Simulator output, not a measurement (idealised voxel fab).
The following process module bears the name voxel self aligned vias.
We display cut, a cross-section 155 nm in width whose square cells are each 5 nm.
Notation: cross-section as square-cell grid; stated in bands, top first, going down; one or more cell rows per band.
What a band's entry tells you: where the top is and where the bottom is, as heights in nm, and after that what lies inside, material by material from left to right, each with its width in nm. Empty space is written as the word "air", and a single material marked with the word "throughout" occupies the band from edge to edge.
Heights are expressed relative to 0, this being the level below which the as-received wafer comprises one material exclusively. The lowest band is unbounded in the downward direction and is denoted as in "0 and below".
Think of "30->40" as a width that walks from the first number to the second as you go down the band, top row to bottom row, taking equal-sized steps from row to row.
The cross-section has no changed cell in any step marked "stayed the same".
For the entry "Closed void register", the listed items are empty spaces with no open way to the top whose size is 8 cells or more; each item follows the pattern width x height at distance, where distance is from the left edge and all three are in nm.
That trailing text on a step's line, after the settings, is the simulator's own remark on the step.
Steps that use a mask can have "overlay nm" on their line. It says how far the mask sat to the right of where it was meant to be. Negative means to the left.
**The process steps that were planned are listed below**
1: RECEIVE [material Si]
2: CONFORMAL_DEP [material SiO2] [thk nm 15]
3: CONFORMAL_DEP [material SiCN] [thk nm 5]
4: DIRECTIONAL_DEP [material lowk] [thk nm 30]
5: MASKED_ETCH [tone open] [mask id LINES] [width nm 20] [pitch nm 60] [etch materials lowk] [depth nm 30] [overlay nm 0]
6: CONFORMAL_DEP [material TiN] [thk nm 5]
7: FILL_DEP [material W] [thk nm 5]
8: CMP [height nm 50]
9: SELECTIVE_ETCH [etch materials W Ru TiN] [depth nm 5]
10: FILL_DEP [material SiN] [thk nm 10]
11: CMP [height nm 50]
12: DIRECTIONAL_DEP [material lowk] [thk nm 20]
13: DIRECTIONAL_DEP [material aC] [thk nm 10]
14: PATTERN [tone open] [mask id VIAS] [material resist] [width nm 40] [pitch nm 60] [thk nm 25] [overlay nm 0]
15: DIRECTIONAL_ETCH [etch materials aC] [depth nm 10]
16: STRIP [etch materials resist]
17: DIRECTIONAL_ETCH [etch materials lowk] [depth nm 20]
18: DIRECTIONAL_ETCH [etch materials SiN] [depth nm 5]
19: STRIP [etch materials aC]
20: CONFORMAL_DEP [material TiN] [thk nm 5]
21: FILL_DEP [material Ru] [thk nm 5]
22: CMP [height nm 70]
23: CONFORMAL_DEP [material SiN] [thk nm 5]
The wafers in this document start out alike and differ in the width nm applied at step 5; the plan shows the value used for the first wafer.
**Cross-section of the first of several received wafers, showing its state after step 1**
* 0 and below = Si throughout
* Closed void register: none
**Where each wafer stands at the end of the module, a row apiece: cells of each material gained (+) or lost (-) since it was received, then closed voids**
width nm 20 | +40 Ru | +31 SiCN | +31 SiN | +93 SiO2 | +56 TiN | +16 W | +198 lowk | Closed void register: none
width nm 25 | +42 Ru | +31 SiCN | +31 SiN | +93 SiO2 | +58 TiN | +24 W | +186 lowk | Closed void register: none
width nm 30 | +44 Ru | +31 SiCN | +31 SiN | +93 SiO2 | +60 TiN | +32 W | +174 lowk | Closed void register: none
width nm 35 | +46 Ru | +31 SiCN | +31 SiN | +93 SiO2 | +62 TiN | +40 W | +162 lowk | Closed void register: none
width nm 40 | +48 Ru | +31 SiCN | +31 SiN | +93 SiO2 | +64 TiN | +48 W | +150 lowk | Closed void register: none
width nm 45 | +48 Ru | +31 SiCN | +33 SiN | +93 SiO2 | +66 TiN | +56 W | +138 lowk | Closed void register: none
